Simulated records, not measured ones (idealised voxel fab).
Proc. module: voxel ribs on slabs
145 nm wide, 5 nm square cells: that's cross-section cut.
A cross-section in this document is a grid of square cells, and it is written down as bands, the top band listed before the ones below it; a band is made up of one or more rows of cells.
Per band: top height and bottom height in nm, followed by the left-to-right materials and their widths in nm; "all across" marks a single material spanning edge to edge, "blank" marks empty space.
Heights from 0 (as-received wafer is one material below). Bottom band endless downward, as "0 down".
A width given as "30..40" starts at the first number in the band's top row and ends at the second number in its bottom row, shifting by an equal amount at every step from row to row.
Step marked "changes: none"? Then no cell in the cross-section changed in it.
So "closed voids" is basically the list of trapped voids: any empty space of 8 cells or more that can't reach the top through an opening. They're written width x height at distance, the distance being from the left edge, and it's all nm.
Formally, on a step line, whatever follows the settings is a remark that the simulator itself makes on the step.
What "overlay nm" on a step's line means: if the step has a mask, that mask lay this far to the right of its planned place, or, when the value is negative, to the left.

SO HERE'S THE LINEUP OF PROCESS STEPS WE PLANNED
1) RECEIVE: material Si
2) DIRECTIONAL_DEP: material SiO2, thk nm 25
3) DIRECTIONAL_DEP: material SiN, thk nm 20
4) DIRECTIONAL_DEP: material aC, thk nm 5
5) PATTERN: tone cover, mask id RIB, material resist, width nm 30, thk nm 35, overlay nm 0
6) DIRECTIONAL_ETCH: etch materials aC, depth nm 15
7) STRIP: etch materials resist
8) DIRECTIONAL_ETCH: etch materials SiN, depth nm 5
9) STRIP: etch materials aC
10) PATTERN: tone cover, mask id SLAB, material resist, width nm 90, thk nm 20, overlay nm 0
11) DIRECTIONAL_ETCH: etch materials SiN, depth nm 15
12) STRIP: etch materials resist
13) FILL_DEP: material SiO2, thk nm 15
14) CMP: height nm 55
15) DIRECTIONAL_DEP: material TiN, thk nm 5
16) MASKED_ETCH: tone cover, mask id HEATER, width nm 40, etch materials TiN, depth nm 5, overlay nm 0
17) CONFORMAL_DEP: material SiO2, thk nm 10
varied across the wafers: thk nm of step 4. The plan shows the first wafer's value. All wafers start alike

CROSS-SECTION, FIRST OF SEVERAL WAFERS, AS DELIVERED AFTER STEP 1
  0 down  Si all across
  closed voids: none

PER WAFER (ROW), END OF MODULE: DELTA IN CELLS PER MATERIAL SINCE RECEIPT, (+) FOR GAINED, (-) FOR LOST; CLOSED VOIDS AFTER THAT
thk nm 5, +60 SiN, +321 SiO2, +8 TiN, closed voids: none
thk nm 10, +60 SiN, +321 SiO2, +8 TiN, closed voids: none
thk nm 15, +60 SiN, +321 SiO2, +8 TiN, closed voids: none
thk nm 20, +83 SiN, +298 SiO2, +8 TiN, closed voids: none
thk nm 25, +83 SiN, +298 SiO2, +8 TiN, closed voids: none
thk nm 30, +83 SiN, +298 SiO2, +8 TiN, closed voids: none
